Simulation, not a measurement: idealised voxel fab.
Herein follows the process module entitled voxel self aligned contacts.
155 nm wide, 5 nm square cells: that's cross-section cut.
The cross-sections in this document take the form of a grid made of square cells. They are written out as bands, in order from top to bottom. Each band consists of one or more rows of cells.
Heights first: top, then bottom, in nm. Then materials, left to right, each with a width in nm. "throughout" on a single material: fills the band edge to edge. "air": empty space.
For the purposes of this specification, 0 denotes the height below which the wafer in its as-received condition is composed wholly of one material, and the lowermost band, lacking a lower limit, extends downward without end, as expressed in "z 0 and below".
Note: "30->40" means the width goes from the first number (top row of the band) to the second number (bottom row) in equal steps per row of cells.
What does "no modification" mean for a step? It means no cell of the cross-section changed in that step.
"Sealed voids" lists enclosed empty spaces (at least 8 cells, no open path upward to the top), each as width x height at distance from the left edge, in nm.
On a step's line, text after the settings is the simulator commenting on that step.
When a step includes a mask, the "overlay nm" setting on its line states how far to the right of its planned place that mask lay, and negative values state how far to the left.

[The process steps that were planned are listed below]
1,RECEIVE,material Si
2,OXIDIZE,depth nm 5
3,DIRECTIONAL_DEP,material polySi,thk nm 30
4,DIRECTIONAL_DEP,material SiN,thk nm 25
5,PATTERN,tone cover,mask id GATE,material resist,width nm 25,pitch nm 65,thk nm 20,overlay nm 0
6,DIRECTIONAL_ETCH,etch materials SiN,depth nm 25
7,DIRECTIONAL_ETCH,etch materials polySi,depth nm 30
8,STRIP,etch materials resist
9,CONFORMAL_DEP,material SiN,thk nm 10
10,DIRECTIONAL_ETCH,etch materials SiN,depth nm 10
11,FILL_DEP,material SiO2,thk nm 20
12,CMP,height nm 65
13,PATTERN,tone open,mask id CONTACT,material resist,width nm 50,thk nm 20,overlay nm 0
14,DIRECTIONAL_ETCH,etch materials SiO2,depth nm 70
15,STRIP,etch materials resist
16,CONFORMAL_DEP,material TiN,thk nm 5
17,FILL_DEP,material W,thk nm 5
18,CMP,height nm 65
19,CONFORMAL_DEP,material SiN,thk nm 5

[The first of the two wafers, which ran as planned]

[Cross-section of the wafer as it came to us, i.e., already through step 1]
- z 0 and below  Si throughout
- Sealed voids: none

[Step 2 complete: cross-section through the wafer]
- z 0 to -5  SiO2 throughout
- Below -5, the layers are the same as they were.

[Step 3 complete: cross-section through the wafer]
- z 30 to 0  polySi throughout
- Below 0, the layers are the same as they were.

[Step 4 complete: cross-section through the wafer]
- z 55 to 30  SiN throughout
- Below 30, the layers are the same as they were.

[Step 5 complete: cross-section through the wafer]
- z 75 to 55  30 nm air, 25 nm resist, 40 nm air, 25 nm resist, 35 nm air
- Below 55, the layers are the same as they were.

[Step 6 complete: cross-section through the wafer]
- z 75 to 55  30 nm air, 25 nm resist, 40 nm air, 25 nm resist, 35 nm air
- z 55 to 30  30 nm air, 25 nm SiN, 40 nm air, 25 nm SiN, 35 nm air
- Below 30, the layers are the same as they were.

[Step 7 complete: cross-section through the wafer]
- z 75 to 55  30 nm air, 25 nm resist, 40 nm air, 25 nm resist, 35 nm air
- z 55 to 30  30 nm air, 25 nm SiN, 40 nm air, 25 nm SiN, 35 nm air
- z 30 to 0  30 nm air, 25 nm polySi, 40 nm air, 25 nm polySi, 35 nm air
- Below 0, the layers are the same as they were.

[Step 8 complete: cross-section through the wafer]
- z 55 to 30  30 nm air, 25 nm SiN, 40 nm air, 25 nm SiN, 35 nm air
- Below 30, the layers are the same as they were.

[Step 9 complete: cross-section through the wafer]
- z 65 to 30  20 nm air, 45 nm SiN, 20 nm air, 45 nm SiN, 25 nm air
- z 30 to 10  20 nm air, 10 nm SiN, 25 nm polySi, 10 nm SiN, 20 nm air, 10 nm SiN, 25 nm polySi, 10 nm SiN, 25 nm air
- z 10 to 0  30 nm SiN, 25 nm polySi, 40 nm SiN, 25 nm polySi, 35 nm SiN
- Below 0, the layers are the same as they were.

[Step 10 complete: cross-section through the wafer]
- z 55 to 30  20 nm air, 45 nm SiN, 20 nm air, 45 nm SiN, 25 nm air
- z 30 to 0  20 nm air, 10 nm SiN, 25 nm polySi, 10 nm SiN, 20 nm air, 10 nm SiN, 25 nm polySi, 10 nm SiN, 25 nm air
- Below 0, the layers are the same as they were.

[Step 11 complete: cross-section through the wafer]
- z 75 to 55  SiO2 throughout
- z 55 to 30  20 nm SiO2, 45 nm SiN, 20 nm SiO2, 45 nm SiN, 25 nm SiO2
- z 30 to 0  20 nm SiO2, 10 nm SiN, 25 nm polySi, 10 nm SiN, 20 nm SiO2, 10 nm SiN, 25 nm polySi, 10 nm SiN, 25 nm SiO2
- Below 0, the layers are the same as they were.

[Step 12 complete: cross-section through the wafer]
- z 65 to 55  SiO2 throughout
- Below 55, the layers are the same as they were.

[Step 13 complete: cross-section through the wafer]
- z 85 to 65  50 nm resist, 50 nm air, 55 nm resist
- Below 65, the layers are the same as they were.

[Step 14 complete: cross-section through the wafer]
- z 85 to 65  50 nm resist, 50 nm air, 55 nm resist
- z 65 to 55  50 nm SiO2, 50 nm air, 55 nm SiO2
- z 55 to 30  20 nm SiO2, 45 nm SiN, 20 nm air, 45 nm SiN, 25 nm SiO2
- z 30 to 0  20 nm SiO2, 10 nm SiN, 25 nm polySi, 10 nm SiN, 20 nm air, 10 nm SiN, 25 nm polySi, 10 nm SiN, 25 nm SiO2
- z 0 to -5  65 nm SiO2, 20 nm air, 70 nm SiO2
- Below -5, the layers are the same as they were.

[Step 15 complete: cross-section through the wafer]
- z 65 to 55  50 nm SiO2, 50 nm air, 55 nm SiO2
- Below 55, the layers are the same as they were.

[Step 16 complete: cross-section through the wafer]
- z 70 to 65  55 nm TiN, 40 nm air, 60 nm TiN
- z 65 to 55  50 nm SiO2, 5->20 nm TiN, 40->10 nm air, 5->20 nm TiN, 55 nm SiO2
- z 55 to 30  20 nm SiO2, 45 nm SiN, 5 nm TiN, 10 nm air, 5 nm TiN, 45 nm SiN, 25 nm SiO2
- z 30 to 0  20 nm SiO2, 10 nm SiN, 25 nm polySi, 10 nm SiN, 5 nm TiN, 10 nm air, 5 nm TiN, 10 nm SiN, 25 nm polySi, 10 nm SiN, 25 nm SiO2
- z 0 to -5  65 nm SiO2, 20 nm TiN, 70 nm SiO2
- Below -5, the layers are the same as they were.

[Step 17 complete: cross-section through the wafer]
- z 75 to 70  W throughout
- z 70 to 65  55 nm TiN, 40 nm W, 60 nm TiN
- z 65 to 55  50 nm SiO2, 5->20 nm TiN, 40->10 nm W, 5->20 nm TiN, 55 nm SiO2
- z 55 to 30  20 nm SiO2, 45 nm SiN, 5 nm TiN, 10 nm W, 5 nm TiN, 45 nm SiN, 25 nm SiO2
- z 30 to 0  20 nm SiO2, 10 nm SiN, 25 nm polySi, 10 nm SiN, 5 nm TiN, 10 nm W, 5 nm TiN, 10 nm SiN, 25 nm polySi, 10 nm SiN, 25 nm SiO2
- Below 0, the layers are the same as they were.

[Step 18 complete: cross-section through the wafer]
- z 65 to 55  50 nm SiO2, 5->20 nm TiN, 40->10 nm W, 5->20 nm TiN, 55 nm SiO2
- Below 55, the layers are the same as they were.

[Step 19 complete: cross-section through the wafer]
- z 70 to 65  SiN throughout
- Below 65, the layers are the same as they were.

[The second wafer: identical to the first at the outset and in its planned sequence, differing only in that one mistake was made during processing; up to and including step 1, its path is the first wafer's path]

Cross-sectional view of the second wafer at the intended end time of process step 2: no modification

[Cross-sectional view of the second wafer at the intended end time of process step 3]
- z 30 to 0  polySi throughout
- Below 0, the layers are the same as they were.

[Cross-sectional view of the second wafer at the intended end time of process step 4]
- z 55 to 30  SiN throughout
- Below 30, the layers are the same as they were.

[Cross-sectional view of the second wafer at the intended end time of process step 5]
- z 75 to 55  30 nm air, 25 nm resist, 40 nm air, 25 nm resist, 35 nm air
- Below 55, the layers are the same as they were.

[Cross-sectional view of the second wafer at the intended end time of process step 6]
- z 75 to 55  30 nm air, 25 nm resist, 40 nm air, 25 nm resist, 35 nm air
- z 55 to 30  30 nm air, 25 nm SiN, 40 nm air, 25 nm SiN, 35 nm air
- Below 30, the layers are the same as they were.

[Cross-sectional view of the second wafer at the intended end time of process step 7]
- z 75 to 55  30 nm air, 25 nm resist, 40 nm air, 25 nm resist, 35 nm air
- z 55 to 30  30 nm air, 25 nm SiN, 40 nm air, 25 nm SiN, 35 nm air
- z 30 to 0  30 nm air, 25 nm polySi, 40 nm air, 25 nm polySi, 35 nm air
- Below 0, the layers are the same as they were.

[Cross-sectional view of the second wafer at the intended end time of process step 8]
- z 55 to 30  30 nm air, 25 nm SiN, 40 nm air, 25 nm SiN, 35 nm air
- Below 30, the layers are the same as they were.

[Cross-sectional view of the second wafer at the intended end time of process step 9]
- z 65 to 30  20 nm air, 45 nm SiN, 20 nm air, 45 nm SiN, 25 nm air
- z 30 to 10  20 nm air, 10 nm SiN, 25 nm polySi, 10 nm SiN, 20 nm air, 10 nm SiN, 25 nm polySi, 10 nm SiN, 25 nm air
- z 10 to 0  30 nm SiN, 25 nm polySi, 40 nm SiN, 25 nm polySi, 35 nm SiN
- Below 0, the layers are the same as they were.

[Cross-sectional view of the second wafer at the intended end time of process step 10]
- z 55 to 30  20 nm air, 45 nm SiN, 20 nm air, 45 nm SiN, 25 nm air
- z 30 to 0  20 nm air, 10 nm SiN, 25 nm polySi, 10 nm SiN, 20 nm air, 10 nm SiN, 25 nm polySi, 10 nm SiN, 25 nm air
- Below 0, the layers are the same as they were.

[Cross-sectional view of the second wafer at the intended end time of process step 11]
- z 75 to 55  SiO2 throughout
- z 55 to 30  20 nm SiO2, 45 nm SiN, 20 nm SiO2, 45 nm SiN, 25 nm SiO2
- z 30 to 0  20 nm SiO2, 10 nm SiN, 25 nm polySi, 10 nm SiN, 20 nm SiO2, 10 nm SiN, 25 nm polySi, 10 nm SiN, 25 nm SiO2
- Below 0, the layers are the same as they were.

[Cross-sectional view of the second wafer at the intended end time of process step 12]
- z 65 to 55  SiO2 throughout
- Below 55, the layers are the same as they were.

[Cross-sectional view of the second wafer at the intended end time of process step 13]
- z 85 to 65  50 nm resist, 50 nm air, 55 nm resist
- Below 65, the layers are the same as they were.

[Cross-sectional view of the second wafer at the intended end time of process step 14]
- z 85 to 65  50 nm resist, 50 nm air, 55 nm resist
- z 65 to 55  50 nm SiO2, 50 nm air, 55 nm SiO2
- z 55 to 30  20 nm SiO2, 45 nm SiN, 20 nm air, 45 nm SiN, 25 nm SiO2
- z 30 to 0  20 nm SiO2, 10 nm SiN, 25 nm polySi, 10 nm SiN, 20 nm air, 10 nm SiN, 25 nm polySi, 10 nm SiN, 25 nm SiO2
- Below 0, the layers are the same as they were.

[Cross-sectional view of the second wafer at the intended end time of process step 15]
- z 65 to 55  50 nm SiO2, 50 nm air, 55 nm SiO2
- Below 55, the layers are the same as they were.

[Cross-sectional view of the second wafer at the intended end time of process step 16]
- z 70 to 65  55 nm TiN, 40 nm air, 60 nm TiN
- z 65 to 55  50 nm SiO2, 5->20 nm TiN, 40->10 nm air, 5->20 nm TiN, 55 nm SiO2
- z 55 to 30  20 nm SiO2, 45 nm SiN, 5 nm TiN, 10 nm air, 5 nm TiN, 45 nm SiN, 25 nm SiO2
- z 30 to 5  20 nm SiO2, 10 nm SiN, 25 nm polySi, 10 nm SiN, 5 nm TiN, 10 nm air, 5 nm TiN, 10 nm SiN, 25 nm polySi, 10 nm SiN, 25 nm SiO2
- z 5 to 0  20 nm SiO2, 10 nm SiN, 25 nm polySi, 10 nm SiN, 20 nm TiN, 10 nm SiN, 25 nm polySi, 10 nm SiN, 25 nm SiO2
- Below 0, the layers are the same as they were.

[Cross-sectional view of the second wafer at the intended end time of process step 17]
- z 75 to 70  W throughout
- z 70 to 65  55 nm TiN, 40 nm W, 60 nm TiN
- z 65 to 55  50 nm SiO2, 5->20 nm TiN, 40->10 nm W, 5->20 nm TiN, 55 nm SiO2
- z 55 to 30  20 nm SiO2, 45 nm SiN, 5 nm TiN, 10 nm W, 5 nm TiN, 45 nm SiN, 25 nm SiO2
- z 30 to 5  20 nm SiO2, 10 nm SiN, 25 nm polySi, 10 nm SiN, 5 nm TiN, 10 nm W, 5 nm TiN, 10 nm SiN, 25 nm polySi, 10 nm SiN, 25 nm SiO2
- Below 5, the layers are the same as they were.

[Cross-sectional view of the second wafer at the intended end time of process step 18]
- z 65 to 55  50 nm SiO2, 5->20 nm TiN, 40->10 nm W, 5->20 nm TiN, 55 nm SiO2
- Below 55, the layers are the same as they were.

[Cross-sectional view of the second wafer at the intended end time of process step 19]
- z 70 to 65  SiN throughout
- Below 65, the layers are the same as they were.
Here's what went sideways: step 2 of the plan was omitted and not executed
It is noted that, at the conclusion of processing, the second wafer exhibits a higher or lower cell count for certain materials relative to the first: +31 Si; -27 SiO2; -2 TiN; -2 W
